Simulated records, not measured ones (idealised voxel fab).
A process module follows: voxel capacitor over wiring.
Shown is cross-section cut, with a width of 285 nm and square cells of size 5 nm.
Notation: cross-section as square-cell grid; stated in bands, top first, going down; one or more cell rows per band. Basically the band line says how high the top is and how high the bottom is, in nm, and then what's in it from left to right, every material with its width in nm. Empty space shows up as "empty", and if a single material carries "all across" it runs the full band edge to edge. A quick word on heights: they are counted from 0, and under that level the wafer as it came to us is one material throughout. The lowest band is different from the rest in having no bottom; it simply continues downward, written as in "0 and below". Quick explanation for "30..40": the width changes in equal steps down the rows of cells, from the first number in the band's top row to the second number in its bottom row. Reading "all unchanged" for a step: not a cell of the cross-section changed in it. Empty spaces counting at least 8 cells and having no open way to the top are listed in "Completely enclosed voids". The notation width x height at distance is used for each, the distance being from the left edge and all three values in nm. Where a step's line continues beyond its settings, the continuation is a remark by the simulator itself on that step. overlay nm: where the mask lay relative to plan, measured to the right, on steps with a mask; negatives go left.

List of planned process steps
- 1: RECEIVE | material Si
- 2: CONFORMAL_DEP | material SiO2 | thk nm 10
- 3: CONFORMAL_DEP | material SiN | thk nm 5
- 4: DIRECTIONAL_DEP | material SiO2 | thk nm 20
- 5: MASKED_ETCH | tone open | mask id METAL_1 | width nm 30 | pitch nm 80 | etch materials SiO2 | depth nm 20 | overlay nm 0
- 6: MASKED_ETCH | tone open | mask id METAL_1 | width nm 30 | pitch nm 80 | etch materials SiN | depth nm 5 | overlay nm 0
- 7: CONFORMAL_DEP | material TiN | thk nm 5
- 8: FILL_DEP | material W | thk nm 10
- 9: CMP | height nm 35
- 10: CONFORMAL_DEP | material SiCN | thk nm 5
- 11: DIRECTIONAL_DEP | material lowk | thk nm 20
- 12: PATTERN | tone open | mask id PLUG_1 | material resist | width nm 15 | thk nm 20 | overlay nm 0
- 13: DIRECTIONAL_ETCH | etch materials lowk | depth nm 20
- 14: DIRECTIONAL_ETCH | etch materials SiCN | depth nm 5
- 15: STRIP | etch materials resist
- 16: CONFORMAL_DEP | material TiN | thk nm 5
- 17: FILL_DEP | material Cu | thk nm 10
- 18: CMP | height nm 60
- 19: DIRECTIONAL_DEP | material TiN | thk nm 5
- 20: DIRECTIONAL_DEP | material SiN | thk nm 5
- 21: DIRECTIONAL_DEP | material TiN | thk nm 10
- 22: MASKED_ETCH | tone cover | mask id UPPER_PLATE | width nm 55 | etch materials TiN | depth nm 10 | overlay nm 0
- 23: MASKED_ETCH | tone cover | mask id UPPER_PLATE | width nm 55 | etch materials SiN | depth nm 5 | overlay nm 0
- 24: DIRECTIONAL_DEP | material aC | thk nm 10
- 25: PATTERN | tone cover | mask id LOWER_PLATE | material resist | width nm 65 | thk nm 30 | overlay nm 0
- 26: DIRECTIONAL_ETCH | etch materials aC | depth nm 10
- 27: STRIP | etch materials resist
- 28: DIRECTIONAL_ETCH | etch materials TiN | depth nm 5
- 29: STRIP | etch materials aC
- 30: FILL_DEP | material SiO2 | thk nm 15
- 31: CMP | height nm 90
- 32: MASKED_ETCH | tone open | mask id PLUG_2 | width nm 15 | etch materials SiO2 | depth nm 10 | overlay nm 0
- 33: CONFORMAL_DEP | material TiN | thk nm 5
- 34: FILL_DEP | material Ru | thk nm 5
- 35: CMP | height nm 90
- 36: CONFORMAL_DEP | material SiN | thk nm 5

As received, after step 1
    0 and below  Si all across
    Completely enclosed voids: none

The first of the two wafers as seen in cross-section once the module was finished; processing followed the plan
    95 down to 90  SiN all across
    90 down to 85  110 of SiO2; 5 of TiN; 5 of Ru; 5 of TiN; 160 of SiO2
    85 down to 80  110 of SiO2; 15 of TiN; 160 of SiO2
    80 down to 70  100 of SiO2; 55 of TiN; 130 of SiO2
    70 down to 65  100 of SiO2; 55 of SiN; 130 of SiO2
    65 down to 60  95 of SiO2; 65 of TiN; 125 of SiO2
    60 down to 40  100 of lowk; 5 of TiN; 5 of Cu; 5 of TiN; 170 of lowk
    40 down to 35  100 of SiCN; 15 of TiN; 170 of SiCN
    35 down to 15  85 of SiO2; 5 of TiN; 20 of W; 5 of TiN; 50 of SiO2; 5 of TiN; 20 of W; 5 of TiN; 90 of SiO2
    15 down to 10  85 of SiN; 30 of TiN; 50 of SiN; 30 of TiN; 90 of SiN
    10 down to 0  SiO2 all across
    0 and below  Si all across
    Completely enclosed voids: none

Here is the second of the two wafers cut open at the end of the module - same start, same plan as the first one, but we made one mistake running it
    95 down to 90  SiN all across
    90 down to 85  110 of SiO2; 5 of TiN; 5 of Ru; 5 of TiN; 160 of SiO2
    85 down to 80  110 of SiO2; 15 of TiN; 160 of SiO2
    80 down to 70  100 of SiO2; 55 of TiN; 130 of SiO2
    70 down to 65  100 of SiO2; 55 of SiN; 130 of SiO2
    65 down to 60  95 of SiO2; 65 of TiN; 125 of SiO2
    60 down to 40  100 of lowk; 5 of TiN; 5 of Cu; 5 of TiN; 170 of lowk
    40 down to 35  100 of SiCN; 15 of TiN; 170 of SiCN
    35 down to 30  85 of SiN; 30 of TiN; 50 of SiN; 30 of TiN; 90 of SiN
    30 down to 0  SiO2 all across
    0 and below  Si all across
    Completely enclosed voids: none
Heads up, the wafer didn't run the way we planned it: order of steps 3 and 4 inverted relative to the plan
End check, counted in cells, second wafer has more or fewer of these materials than the first: +48 SiO2; -16 TiN; -32 W
